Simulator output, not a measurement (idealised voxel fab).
Presented below is a process module, voxel self aligned vias.
It is cross-section cut that appears here, measuring 150 nm in width, its square cells being 5 nm in size.
Cross-section = grid of square cells, listed top down in bands; band = one or more rows. Top, bottom (nm), then materials left to right with widths (nm); lone material tagged "full width" fills the whole band edge to edge; "empty" = empty space. Basically, 0 is our baseline, since under it the wafer straight out of the box is all one material. The bottom band has no lower end and keeps on going down, so it looks like "0 nm and below". Read "30->40" as a graded width: first number on top, second number at the bottom, same change between each pair of neighbouring rows. Any step labelled "nothing got changed" changed none of the cells in the cross-section. In "Listed closed voids" the enclosed voids are listed, meaning empty spaces of 8 cells or larger without any opening to the top. The form is width x height at distance, distance from the left edge, units nm. Formally, on a step line, whatever follows the settings is a remark that the simulator itself makes on the step. overlay nm, on a step with a mask: how far to the right of its planned place the mask lay; to the left if negative.
Steps in the process plan:
1,RECEIVE (material Si)
2,CONFORMAL_DEP (material SiO2; thk nm 10)
3,CONFORMAL_DEP (material SiCN; thk nm 5)
4,DIRECTIONAL_DEP (material SiO2; thk nm 30)
5,MASKED_ETCH (tone open; mask id LINES; width nm 30; pitch nm 55; etch materials SiO2; depth nm 30; overlay nm 0)
6,CONFORMAL_DEP (material TiN; thk nm 5)
7,FILL_DEP (material Ru; thk nm 5)
8,CMP (height nm 45)
9,SELECTIVE_ETCH (etch materials W Ru TiN; depth nm 10)
10,FILL_DEP (material SiN; thk nm 10)
11,CMP (height nm 45)
12,DIRECTIONAL_DEP (material SiO2; thk nm 15)
13,PATTERN (tone open; mask id VIAS; material resist; width nm 40; thk nm 20; overlay nm 0)
14,DIRECTIONAL_ETCH (etch materials SiO2; depth nm 15)
15,DIRECTIONAL_ETCH (etch materials SiN; depth nm 10)
16,STRIP (etch materials resist)
17,CONFORMAL_DEP (material TiN; thk nm 5)
18,FILL_DEP (material Cu; thk nm 5)
19,CMP (height nm 60)
20,CONFORMAL_DEP (material SiCN; thk nm 5)
Cross-section of the incoming wafer, state after step 1:
0 nm and below  Si full width
Listed closed voids: none
Here's the cross-section of the first of our two wafers at the end of the module - it ran as planned:
65 nm to 60 nm  SiCN full width
60 nm to 50 nm  25 nm SiO2, 5 nm TiN, 30 nm Cu, 5 nm TiN, 85 nm SiO2
50 nm to 45 nm  25 nm SiO2, 10 nm TiN, 20 nm Cu, 10 nm TiN, 85 nm SiO2
45 nm to 40 nm  30 nm SiO2, 5 nm TiN, 20 nm Cu, 5 nm TiN, 25 nm SiO2, 30 nm SiN, 35 nm SiO2
40 nm to 35 nm  30 nm SiO2, 30 nm TiN, 25 nm SiO2, 30 nm SiN, 35 nm SiO2
35 nm to 20 nm  30 nm SiO2, 5 nm TiN, 20 nm Ru, 5 nm TiN, 25 nm SiO2, 5 nm TiN, 20 nm Ru, 5 nm TiN, 35 nm SiO2
20 nm to 15 nm  30 nm SiO2, 30 nm TiN, 25 nm SiO2, 30 nm TiN, 35 nm SiO2
15 nm to 10 nm  SiCN full width
10 nm to 0 nm  SiO2 full width
0 nm and below  Si full width
Listed closed voids: none
This is the second of the two wafers, cross-sectioned at the end of the module; it started exactly like the first and was given the same plan, but it was run with one mistake:
65 nm to 60 nm  SiCN full width
60 nm to 45 nm  25 nm SiO2, 5 nm TiN, 30 nm Cu, 5 nm TiN, 85 nm SiO2
45 nm to 40 nm  25 nm SiN, 5 nm TiN, 30 nm Cu, 5 nm TiN, 85 nm SiN
40 nm to 35 nm  25 nm SiN, 40 nm TiN, 85 nm SiN
35 nm to 10 nm  30 nm SiO2, 5 nm TiN, 20 nm Ru, 5 nm TiN, 25 nm SiO2, 5 nm TiN, 20 nm Ru, 5 nm TiN, 35 nm SiO2
10 nm to 5 nm  30 nm SiO2, 30 nm TiN, 25 nm SiO2, 30 nm TiN, 35 nm SiO2
5 nm to 0 nm  SiCN full width
0 nm and below  Si full width
Listed closed voids: none
Want to know what went wrong? skipped: plan step 2 (never run)
Upon completion, the second wafer contains, in terms of cells, a greater or smaller amount of certain materials than the first wafer: Cu: 4 more, Ru: 16 more, SiN: 32 more, SiO2: 60 fewer, TiN: 8 more
